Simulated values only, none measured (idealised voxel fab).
process module | voxel capacitor over wiring
cross-section cut | 240 nm wide | cells 5 nm
A cross-section is a grid of square cells, given in bands from the top down. A band is one or more rows of cells.
Each band's line starts with the height of the band's top and of its bottom, in nm. Then come its materials from left to right, each with its width in nm. One material with "throughout" fills the band from edge to edge. "air" is empty space.
Height 0 is the level under which the wafer as received is all one material. The lowest band goes on downwards, as in "0 down".
A width such as "30 to 40" changes by the same amount from each row of cells to the next, from the band's top row to its bottom row.
"no change" after a step means that no cell of the cross-section changed.
closed voids: empty space of 8 cells or more with no open way to the top, each as width x height at its distance from the left edge, in nm
after a step's settings: what the simulator itself notes on the step
overlay nm, on a step with a mask: how far to the right of its planned place the mask lay; to the left if negative
plan
1 op RECEIVE | material Si
2 op CONFORMAL_DEP | material SiO2 | thk nm 10
3 op CONFORMAL_DEP | material SiN | thk nm 5
4 op DIRECTIONAL_DEP | material lowk | thk nm 25
5 op MASKED_ETCH | tone open | mask id METAL_1 | width nm 20 | pitch nm 80 | etch materials lowk | depth nm 25 | overlay nm 0
6 op MASKED_ETCH | tone open | mask id METAL_1 | width nm 20 | pitch nm 80 | etch materials SiN | depth nm 5 | overlay nm 0
7 op CONFORMAL_DEP | material TiN | thk nm 5
8 op FILL_DEP | material Cu | thk nm 5
9 op CMP | height nm 40
10 op EPI | material Ru | thk nm 5
11 op FILL_DEP | material SiCN | thk nm 5
12 op DIRECTIONAL_DEP | material SiO2 | thk nm 10
13 op PATTERN | tone open | mask id PLUG_1 | material resist | width nm 15 | thk nm 15 | overlay nm 0
14 op DIRECTIONAL_ETCH | etch materials SiO2 | depth nm 10
15 op DIRECTIONAL_ETCH | etch materials SiCN | depth nm 5
16 op STRIP | etch materials resist
17 op CONFORMAL_DEP | material TiN | thk nm 5
18 op FILL_DEP | material Ru | thk nm 5
19 op CMP | height nm 60
20 op DIRECTIONAL_DEP | material TiN | thk nm 5
21 op DIRECTIONAL_DEP | material HfO2 | thk nm 5
22 op DIRECTIONAL_DEP | material TiN | thk nm 10
23 op MASKED_ETCH | tone cover | mask id UPPER_PLATE | width nm 65 | etch materials TiN | depth nm 10 | overlay nm 0
24 op MASKED_ETCH | tone cover | mask id UPPER_PLATE | width nm 65 | etch materials HfO2 | depth nm 5 | overlay nm 0
25 op MASKED_ETCH | tone cover | mask id LOWER_PLATE | width nm 75 | etch materials TiN | depth nm 5 | overlay nm 0
26 op FILL_DEP | material SiO2 | thk nm 20
27 op CMP | height nm 95
28 op PATTERN | tone open | mask id PLUG_2 | material resist | width nm 15 | thk nm 20 | overlay nm 0
29 op DIRECTIONAL_ETCH | etch materials SiO2 | depth nm 15
30 op STRIP | etch materials resist
31 op CONFORMAL_DEP | material TiN | thk nm 5
32 op FILL_DEP | material Cu | thk nm 5
33 op CMP | height nm 95
34 op CONFORMAL_DEP | material SiCN | thk nm 5
first wafer, as planned
as received, after step 1
  0 down: Si throughout
  closed voids: none
after step 2
  10 to 0: SiO2 throughout
  below 0: unchanged
after step 3
  15 to 10: SiN throughout
  below 10: unchanged
after step 4
  40 to 15: lowk throughout
  below 15: unchanged
after step 5
  40 to 15: lowk 70 | air 20 | lowk 60 | air 20 | lowk 70
  below 15: unchanged
after step 6
  40 to 15: lowk 70 | air 20 | lowk 60 | air 20 | lowk 70
  15 to 10: SiN 70 | air 20 | SiN 60 | air 20 | SiN 70
  below 10: unchanged
after step 7
  45 to 40: TiN 75 | air 10 | TiN 70 | air 10 | TiN 75
  40 to 15: lowk 70 | TiN 5 | air 10 | TiN 5 | lowk 60 | TiN 5 | air 10 | TiN 5 | lowk 70
  15 to 10: SiN 70 | TiN 20 | SiN 60 | TiN 20 | SiN 70
  below 10: unchanged
after step 8
  50 to 45: Cu throughout
  45 to 40: TiN 75 | Cu 10 | TiN 70 | Cu 10 | TiN 75
  40 to 15: lowk 70 | TiN 5 | Cu 10 | TiN 5 | lowk 60 | TiN 5 | Cu 10 | TiN 5 | lowk 70
  below 15: unchanged
after step 9
  40 to 15: lowk 70 | TiN 5 | Cu 10 | TiN 5 | lowk 60 | TiN 5 | Cu 10 | TiN 5 | lowk 70
  below 15: unchanged
after step 10
  45 to 40: air 65 | Ru 30 | air 50 | Ru 30 | air 65
  below 40: unchanged
after step 11
  50 to 45: SiCN throughout
  45 to 40: SiCN 65 | Ru 30 | SiCN 50 | Ru 30 | SiCN 65
  below 40: unchanged
after step 12
  60 to 50: SiO2 throughout
  below 50: unchanged
after step 13
  75 to 60: resist 75 | air 15 | resist 150
  below 60: unchanged
after step 14
  75 to 60: resist 75 | air 15 | resist 150
  60 to 50: SiO2 75 | air 15 | SiO2 150
  below 50: unchanged
after step 15
  75 to 60: resist 75 | air 15 | resist 150
  60 to 50: SiO2 75 | air 15 | SiO2 150
  50 to 45: SiCN 75 | air 15 | SiCN 150
  below 45: unchanged
after step 16
  60 to 50: SiO2 75 | air 15 | SiO2 150
  below 50: unchanged
after step 17
  65 to 60: TiN 80 | air 5 | TiN 155
  60 to 50: SiO2 75 | TiN 5 | air 5 | TiN 5 | SiO2 150
  50 to 45: SiCN 75 | TiN 15 | SiCN 150
  below 45: unchanged
after step 18
  70 to 65: Ru throughout
  65 to 60: TiN 80 | Ru 5 | TiN 155
  60 to 50: SiO2 75 | TiN 5 | Ru 5 | TiN 5 | SiO2 150
  below 50: unchanged
after step 19
  60 to 50: SiO2 75 | TiN 5 | Ru 5 | TiN 5 | SiO2 150
  below 50: unchanged
after step 20
  65 to 60: TiN throughout
  below 60: unchanged
after step 21
  70 to 65: HfO2 throughout
  below 65: unchanged
after step 22
  80 to 70: TiN throughout
  below 70: unchanged
after step 23
  80 to 70: air 75 | TiN 65 | air 100
  below 70: unchanged
after step 24
  80 to 70: air 75 | TiN 65 | air 100
  70 to 65: air 75 | HfO2 65 | air 100
  below 65: unchanged
after step 25
  80 to 70: air 75 | TiN 65 | air 100
  70 to 65: air 75 | HfO2 65 | air 100
  65 to 60: air 70 | TiN 75 | air 95
  below 60: unchanged
after step 26
  100 to 80: SiO2 throughout
  80 to 70: SiO2 75 | TiN 65 | SiO2 100
  70 to 65: SiO2 75 | HfO2 65 | SiO2 100
  65 to 60: SiO2 70 | TiN 75 | SiO2 95
  below 60: unchanged
after step 27
  95 to 80: SiO2 throughout
  below 80: unchanged
after step 28
  115 to 95: resist 85 | air 15 | resist 140
  below 95: unchanged
after step 29
  115 to 95: resist 85 | air 15 | resist 140
  95 to 80: SiO2 85 | air 15 | SiO2 140
  below 80: unchanged
after step 30
  95 to 80: SiO2 85 | air 15 | SiO2 140
  below 80: unchanged
after step 31
  100 to 95: TiN 90 | air 5 | TiN 145
  95 to 85: SiO2 85 | TiN 5 | air 5 | TiN 5 | SiO2 140
  85 to 80: SiO2 85 | TiN 15 | SiO2 140
  below 80: unchanged
after step 32
  105 to 100: Cu throughout
  100 to 95: TiN 90 | Cu 5 | TiN 145
  95 to 85: SiO2 85 | TiN 5 | Cu 5 | TiN 5 | SiO2 140
  below 85: unchanged
after step 33
  95 to 85: SiO2 85 | TiN 5 | Cu 5 | TiN 5 | SiO2 140
  below 85: unchanged
after step 34
  100 to 95: SiCN throughout
  below 95: unchanged
second wafer: like start, like plan, one mistake. Through step 32 it matches the first wafer
when step 33 should have ended
  90 to 85: SiO2 85 | TiN 5 | Cu 5 | TiN 5 | SiO2 140
  below 85: unchanged
when step 34 should have ended
  95 to 90: SiCN throughout
  below 90: unchanged
what went wrong: step 33 ran as: op CMP | height nm 90
at the end the second wafer has, in cells: 1 fewer of Cu | 45 fewer of SiO2 | 2 fewer of TiN
